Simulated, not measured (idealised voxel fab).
The process module that follows is named voxel capacitor over wiring.
This is section cut - it's 300 nm across, gridded in 5 nm square cells.
The cross-sections in this document take the form of a grid made of square cells. They are written out as bands, in order from top to bottom. Each band consists of one or more rows of cells.
Top, bottom (nm), then materials left to right with widths (nm); lone material tagged "all across" fills the whole band edge to edge; "air" = empty space.
Heads up on the height convention: 0 is the point under which the incoming wafer is all one material, and the lowest band has no bottom, it just keeps going down, like "0..down".
It should be noted that a width expressed as "30..40" varies in equal increments from row to row of cells within the band, taking the value of the first number at the top row and that of the second number at the bottom row.
Where the words "no alteration" appear for a step, the cross-section shows no cell changed by that step; every cell remained as before.
Under "Enclosed voids" you'll find the enclosed gaps, the ones with no way out to the top, that are 8 cells or bigger; each reads width x height at distance, with distance counted from the left edge, everything in nm.
Heads up: the bit after the settings on a step's line is the simulator's remark on that step.
The setting "overlay nm" may be written on the line of a step. When the step uses a mask, the value reports how far to the right of the planned place the mask lay, and a negative value reports that it lay to the left.
-- Planned process steps
1: RECEIVE | material Si
2: CONFORMAL_DEP | material SiO2 | thk nm 10
3: CONFORMAL_DEP | material SiN | thk nm 5
4: DIRECTIONAL_DEP | material SiO2 | thk nm 25
5: DIRECTIONAL_DEP | material aC | thk nm 10
6: PATTERN | tone open | mask id METAL_1 | material resist | width nm 30 | pitch nm 85 | thk nm 30 | overlay nm 0
7: DIRECTIONAL_ETCH | etch materials aC | depth nm 10
8: STRIP | etch materials resist
9: DIRECTIONAL_ETCH | etch materials SiO2 | depth nm 25
10: DIRECTIONAL_ETCH | etch materials SiN | depth nm 5
11: STRIP | etch materials aC
12: CONFORMAL_DEP | material TiN | thk nm 5
13: FILL_DEP | material Cu | thk nm 10
14: CMP | height nm 40
15: CONFORMAL_DEP | material SiCN | thk nm 5
16: DIRECTIONAL_DEP | material lowk | thk nm 20
17: MASKED_ETCH | tone open | mask id PLUG_1 | width nm 15 | etch materials lowk | depth nm 20 | overlay nm 0
18: MASKED_ETCH | tone open | mask id PLUG_1 | width nm 15 | etch materials SiCN | depth nm 5 | overlay nm 0
19: EPI | material Ru | thk nm 10
20: EPI | material Ru | thk nm 10
21: EPI | material Ru | thk nm 5
22: DIRECTIONAL_DEP | material TiN | thk nm 10
23: DIRECTIONAL_DEP | material SiN | thk nm 5
24: DIRECTIONAL_DEP | material TiN | thk nm 5
25: MASKED_ETCH | tone cover | mask id UPPER_PLATE | width nm 60 | etch materials TiN | depth nm 5 | overlay nm 0
26: MASKED_ETCH | tone cover | mask id UPPER_PLATE | width nm 60 | etch materials SiN | depth nm 5 | overlay nm 0
27: PATTERN | tone cover | mask id LOWER_PLATE | material resist | width nm 70 | thk nm 15 | overlay nm 0
28: DIRECTIONAL_ETCH | etch materials TiN | depth nm 10
29: STRIP | etch materials resist
30: FILL_DEP | material SiO2 | thk nm 15
31: CMP | height nm 95
32: MASKED_ETCH | tone open | mask id PLUG_2 | width nm 15 | etch materials SiO2 | depth nm 10 | overlay nm 0
33: CONFORMAL_DEP | material TiN | thk nm 5
34: FILL_DEP | material W | thk nm 5
35: CMP | height nm 95
36: CONFORMAL_DEP | material SiCN | thk nm 5
-- Wafer as received: cross-section following step 1
* 0..down = Si all across
* Enclosed voids: none
-- Wafer at module end, in section. Began as above, planned as above, run with one mistake
* 100..95 = SiCN all across
* 95..90 = SiO2=110  TiN=5  W=15  TiN=5  SiO2=165
* 90..80 = SiO2=110..105  TiN=25..60  SiO2=165..135
* 80..75 = SiO2=105  SiN=60  SiO2=135
* 75..65 = SiO2=100  TiN=70  SiO2=130
* 65..45 = lowk=105  Ru=15  lowk=180
* 45..40 = SiCN=105  Ru=15  SiCN=180
* 40..15 = SiO2=90  TiN=5  Cu=20  TiN=5  SiO2=55  TiN=5  Cu=20  TiN=5  SiO2=95
* 15..10 = SiN=90  TiN=30  SiN=55  TiN=30  SiN=95
* 10..0 = SiO2 all across
* 0..down = Si all across
* Enclosed voids: none
Diagnosis: step 32 ran differently from the plan; actual operation with settings: MASKED_ETCH | tone open | mask id PLUG_2 | width nm 25 | etch materials SiO2 | depth nm 10 | overlay nm 0
